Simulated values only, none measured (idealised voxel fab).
process module | voxel wiring stack
cross-section cut | 300 nm wide | cells 5 nm
A cross-section is a grid of square cells, given in bands from the top down. A band is one or more rows of cells.
Each band's line starts with the height of the band's top and of its bottom, in nm. Then come its materials from left to right, each with its width in nm. One material with "throughout" fills the band from edge to edge. "air" is empty space.
Height 0 is the level under which the wafer as received is all one material. The lowest band goes on downwards, as in "0 down".
A width such as "30 to 40" changes by the same amount from each row of cells to the next, from the band's top row to its bottom row.
"no change" after a step means that no cell of the cross-section changed.
closed voids: empty space of 8 cells or more with no open way to the top, each as width x height at its distance from the left edge, in nm
after a step's settings: what the simulator itself notes on the step
overlay nm, on a step with a mask: how far to the right of its planned place the mask lay; to the left if negative
plan
1 op RECEIVE | material Si
2 op CONFORMAL_DEP | material SiO2 | thk nm 15
3 op CONFORMAL_DEP | material SiN | thk nm 5
4 op DIRECTIONAL_DEP | material lowk | thk nm 25
5 op DIRECTIONAL_DEP | material aC | thk nm 10
6 op PATTERN | tone open | mask id METAL_1 | material resist | width nm 30 | pitch nm 55 | thk nm 30 | overlay nm 0
7 op DIRECTIONAL_ETCH | etch materials aC | depth nm 10
8 op STRIP | etch materials resist
9 op DIRECTIONAL_ETCH | etch materials lowk | depth nm 25
10 op DIRECTIONAL_ETCH | etch materials SiN | depth nm 5
11 op STRIP | etch materials aC
12 op CONFORMAL_DEP | material TiN | thk nm 5
13 op FILL_DEP | material Cu | thk nm 5
14 op CMP | height nm 45
15 op CONFORMAL_DEP | material SiCN | thk nm 5
16 op DIRECTIONAL_DEP | material lowk | thk nm 15
17 op MASKED_ETCH | tone open | mask id PLUG_1 | width nm 15 | pitch nm 55 | etch materials lowk | depth nm 15 | overlay nm 0
18 op MASKED_ETCH | tone open | mask id PLUG_1 | width nm 15 | pitch nm 55 | etch materials SiCN | depth nm 5 | overlay nm 0
19 op EPI | material Ru | thk nm 10
20 op EPI | material Ru | thk nm 10
21 op DIRECTIONAL_DEP | material TiN | thk nm 5
22 op DIRECTIONAL_DEP | material Ru | thk nm 15
23 op DIRECTIONAL_DEP | material aC | thk nm 15
24 op PATTERN | tone cover | mask id METAL_2 | material resist | width nm 30 | pitch nm 55 | thk nm 35 | overlay nm 0
25 op DIRECTIONAL_ETCH | etch materials aC | depth nm 15
26 op STRIP | etch materials resist
27 op DIRECTIONAL_ETCH | etch materials Ru | depth nm 15
28 op DIRECTIONAL_ETCH | etch materials TiN | depth nm 5
29 op STRIP | etch materials aC
30 op CONFORMAL_DEP | material SiCN | thk nm 5
31 op FILL_DEP | material SiO2 | thk nm 5
32 op CMP | height nm 85
33 op CONFORMAL_DEP | material SiCN | thk nm 5
34 op DIRECTIONAL_DEP | material SiO2 | thk nm 20
35 op PATTERN | tone open | mask id PLUG_2 | material resist | width nm 15 | pitch nm 55 | thk nm 15 | overlay nm 0
36 op DIRECTIONAL_ETCH | etch materials SiO2 | depth nm 20
37 op DIRECTIONAL_ETCH | etch materials SiCN | depth nm 5
38 op STRIP | etch materials resist
39 op CONFORMAL_DEP | material TiN | thk nm 5
40 op FILL_DEP | material Ru | thk nm 10
41 op CMP | height nm 110
42 op CONFORMAL_DEP | material SiCN | thk nm 5
43 op DIRECTIONAL_DEP | material lowk | thk nm 20
44 op PATTERN | tone open | mask id METAL_3 | material resist | width nm 30 | pitch nm 55 | thk nm 15 | overlay nm 0
45 op DIRECTIONAL_ETCH | etch materials lowk | depth nm 20
46 op DIRECTIONAL_ETCH | etch materials SiCN | depth nm 5
47 op STRIP | etch materials resist
48 op CONFORMAL_DEP | material TiN | thk nm 5
49 op FILL_DEP | material Ru | thk nm 5
50 op CMP | height nm 135
51 op CONFORMAL_DEP | material SiCN | thk nm 5
52 op DIRECTIONAL_DEP | material SiO2 | thk nm 20
53 op DIRECTIONAL_DEP | material aC | thk nm 10
54 op PATTERN | tone open | mask id PLUG_3 | material resist | width nm 15 | pitch nm 55 | thk nm 25 | overlay nm 0
55 op DIRECTIONAL_ETCH | etch materials aC | depth nm 10
56 op STRIP | etch materials resist
57 op DIRECTIONAL_ETCH | etch materials SiO2 | depth nm 20
58 op DIRECTIONAL_ETCH | etch materials SiCN | depth nm 5
59 op STRIP | etch materials aC
60 op CONFORMAL_DEP | material TiN | thk nm 5
61 op FILL_DEP | material W | thk nm 5
62 op CMP | height nm 160
63 op CONFORMAL_DEP | material SiCN | thk nm 5
64 op DIRECTIONAL_DEP | material SiO2 | thk nm 15
65 op MASKED_ETCH | tone open | mask id METAL_4 | width nm 30 | pitch nm 55 | etch materials SiO2 | depth nm 15 | overlay nm 0
66 op MASKED_ETCH | tone open | mask id METAL_4 | width nm 30 | pitch nm 55 | etch materials SiCN | depth nm 5 | overlay nm 0
67 op CONFORMAL_DEP | material TiN | thk nm 5
68 op FILL_DEP | material Ru | thk nm 5
69 op CMP | height nm 180
70 op EPI | material Ru | thk nm 5
71 op FILL_DEP | material SiCN | thk nm 5
varied across the wafers: thk nm of step 21. The plan shows the first wafer's value. All wafers start alike
first wafer as received, after step 1
  0 down: Si throughout
  closed voids: none
each wafer at the end: cells of each material gained (+) or lost (-) since it was received, then its closed voids
thk nm 5 | +60 Cu | +210 Ru | +393 SiCN | +42 SiN | +822 SiO2 | +210 TiN | +12 W | +531 lowk | closed voids: none
thk nm 10 | +60 Cu | +192 Ru | +387 SiCN | +42 SiN | +786 SiO2 | +270 TiN | +12 W | +531 lowk | closed voids: none
thk nm 15 | +60 Cu | +174 Ru | +381 SiCN | +42 SiN | +750 SiO2 | +330 TiN | +12 W | +531 lowk | closed voids: none
thk nm 20 | +60 Cu | +156 Ru | +375 SiCN | +42 SiN | +714 SiO2 | +390 TiN | +12 W | +531 lowk | closed voids: none
